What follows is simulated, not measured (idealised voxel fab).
This section sets out a process module, namely voxel transistor to metal.
Each square cell in cross-section cut measures 5 nm, and the section as a whole is 185 nm wide.
We lay out every cross-section as a grid of square cells and spell it out in bands from the top down, where one band means one or more rows of cells. Quick guide to a band line: top height, bottom height (nm) up front; then every material left to right with its width in nm. Only one material and it's marked "throughout"? Then it fills the band edge to edge. And "empty" just means empty space. Height reference: 0 = level under which incoming wafer is all one material. Lowest band: no bottom, runs on downward, e.g. "0 down". So if you see something like "30..40" for the width, read it as the top row of the band sitting at the first number and the bottom row at the second, with every row in between moving by the same amount as the last. "changes: none" after a step means that no cell of the cross-section changed. "Encapsulated voids": empty spaces of 8 cells or more with no open way to the top, each given as width x height at distance, distance from the left edge, all in nm. What comes after the settings on a step's line is commentary from the simulator itself on that step. Each step line may optionally specify "overlay nm", which for a step with a mask gives the rightward distance between the mask's planned place and where it lay, a negative value indicating the leftward direction.

These are the steps we planned for the process:
- 1: RECEIVE | material Si
- 2: OXIDIZE | depth nm 5
- 3: CONFORMAL_DEP | material SiN | thk nm 10
- 4: DIRECTIONAL_DEP | material aC | thk nm 10
- 5: PATTERN | tone cover | mask id ACTIVE | material resist | width nm 95 | thk nm 30 | overlay nm 0
- 6: DIRECTIONAL_ETCH | etch materials aC | depth nm 10
- 7: STRIP | etch materials resist
- 8: DIRECTIONAL_ETCH | etch materials SiN | depth nm 10
- 9: DIRECTIONAL_ETCH | etch materials SiO2 | depth nm 5
- 10: DIRECTIONAL_ETCH | etch materials Si | depth nm 25
- 11: STRIP | etch materials aC
- 12: FILL_DEP | material SiO2 | thk nm 10
- 13: CMP | height nm 10
- 14: SELECTIVE_ETCH | etch materials SiO2 | depth nm 5
- 15: STRIP | etch materials SiN
- 16: SELECTIVE_ETCH | etch materials SiO2 | depth nm 5
- 17: OXIDIZE | depth nm 5
- 18: DIRECTIONAL_DEP | material polySi | thk nm 20
- 19: DIRECTIONAL_DEP | material SiCN | thk nm 15
- 20: DIRECTIONAL_DEP | material aC | thk nm 10
- 21: PATTERN | tone cover | mask id GATE | material resist | width nm 25 | thk nm 30 | overlay nm 0
- 22: DIRECTIONAL_ETCH | etch materials aC | depth nm 10
- 23: STRIP | etch materials resist
- 24: DIRECTIONAL_ETCH | etch materials SiCN | depth nm 25
- 25: DIRECTIONAL_ETCH | etch materials polySi | depth nm 30
- 26: STRIP | etch materials aC
- 27: CONFORMAL_DEP | material SiN | thk nm 10
- 28: DIRECTIONAL_ETCH | etch materials SiN | depth nm 10
- 29: DIRECTIONAL_ETCH | etch materials SiO2 | depth nm 5
- 30: EPI | material nSi | thk nm 5
- 31: FILL_DEP | material SiO2 | thk nm 5
- 32: CMP | height nm 15
- 33: STRIP | etch materials polySi
- 34: SELECTIVE_ETCH | etch materials SiO2 | depth nm 5
- 35: CONFORMAL_DEP | material HfO2 | thk nm 5
- 36: CONFORMAL_DEP | material TiN | thk nm 5
- 37: FILL_DEP | material W | thk nm 10
- 38: CMP | height nm 10
- 39: DIRECTIONAL_DEP | material SiO2 | thk nm 15
- 40: DIRECTIONAL_DEP | material aC | thk nm 10
- 41: PATTERN | tone open | mask id CONTACT | material resist | width nm 15 | pitch nm 70 | thk nm 30 | overlay nm 0
- 42: DIRECTIONAL_ETCH | etch materials aC | depth nm 10
- 43: STRIP | etch materials resist
- 44: DIRECTIONAL_ETCH | etch materials SiO2 | depth nm 30
- 45: STRIP | etch materials aC
- 46: CONFORMAL_DEP | material TiN | thk nm 5
- 47: FILL_DEP | material W | thk nm 5
- 48: CMP | height nm 25
- 49: DIRECTIONAL_DEP | material TiN | thk nm 5
- 50: DIRECTIONAL_DEP | material W | thk nm 15
- 51: DIRECTIONAL_DEP | material aC | thk nm 15
- 52: PATTERN | tone cover | mask id METAL_1 | material resist | width nm 15 | pitch nm 70 | thk nm 35 | overlay nm 0
- 53: DIRECTIONAL_ETCH | etch materials aC | depth nm 15
- 54: STRIP | etch materials resist
- 55: DIRECTIONAL_ETCH | etch materials W | depth nm 15
- 56: DIRECTIONAL_ETCH | etch materials TiN | depth nm 5
- 57: STRIP | etch materials aC
- 58: FILL_DEP | material lowk | thk nm 10
- 59: CMP | height nm 45
- 60: CONFORMAL_DEP | material SiCN | thk nm 5
- 61: DIRECTIONAL_DEP | material SiO2 | thk nm 35
- 62: PATTERN | tone open | mask id METAL_2 | material resist | width nm 15 | pitch nm 70 | thk nm 20 | overlay nm 0
- 63: DIRECTIONAL_ETCH | etch materials SiO2 | depth nm 20
- 64: STRIP | etch materials resist
- 65: MASKED_ETCH | tone open | mask id METAL_2_HOLES | width nm 15 | pitch nm 70 | etch materials SiO2 | depth nm 15 | overlay nm 0
- 66: MASKED_ETCH | tone open | mask id METAL_2_HOLES | width nm 15 | pitch nm 70 | etch materials SiCN | depth nm 5 | overlay nm 0
- 67: CONFORMAL_DEP | material TiN | thk nm 5
- 68: FILL_DEP | material Cu | thk nm 10
- 69: CMP | height nm 85
- 70: CONFORMAL_DEP | material SiCN | thk nm 5
Variable across wafers: step 52 width nm (plan value is that of the first wafer; starting state common to all).

Sectional view: first of several wafers, as received, after step 1:
* 0 down | Si throughout
* Encapsulated voids: none

Rows = wafers. At module end, each row lists per material the cells gained (+) or lost (-) since the wafer was received, then the closed voids:
width nm 15 | +14 Cu | +13 HfO2 | -146 Si | +68 SiCN | +16 SiN | +466 SiO2 | +73 TiN | +30 W | +124 lowk | +8 nSi | Encapsulated voids: none
width nm 20 | +14 Cu | +13 HfO2 | -146 Si | +68 SiCN | +16 SiN | +466 SiO2 | +75 TiN | +36 W | +116 lowk | +8 nSi | Encapsulated voids: none
width nm 25 | +14 Cu | +13 HfO2 | -146 Si | +68 SiCN | +16 SiN | +466 SiO2 | +77 TiN | +42 W | +108 lowk | +8 nSi | Encapsulated voids: none
width nm 30 | +14 Cu | +13 HfO2 | -146 Si | +68 SiCN | +16 SiN | +466 SiO2 | +79 TiN | +48 W | +100 lowk | +8 nSi | Encapsulated voids: none
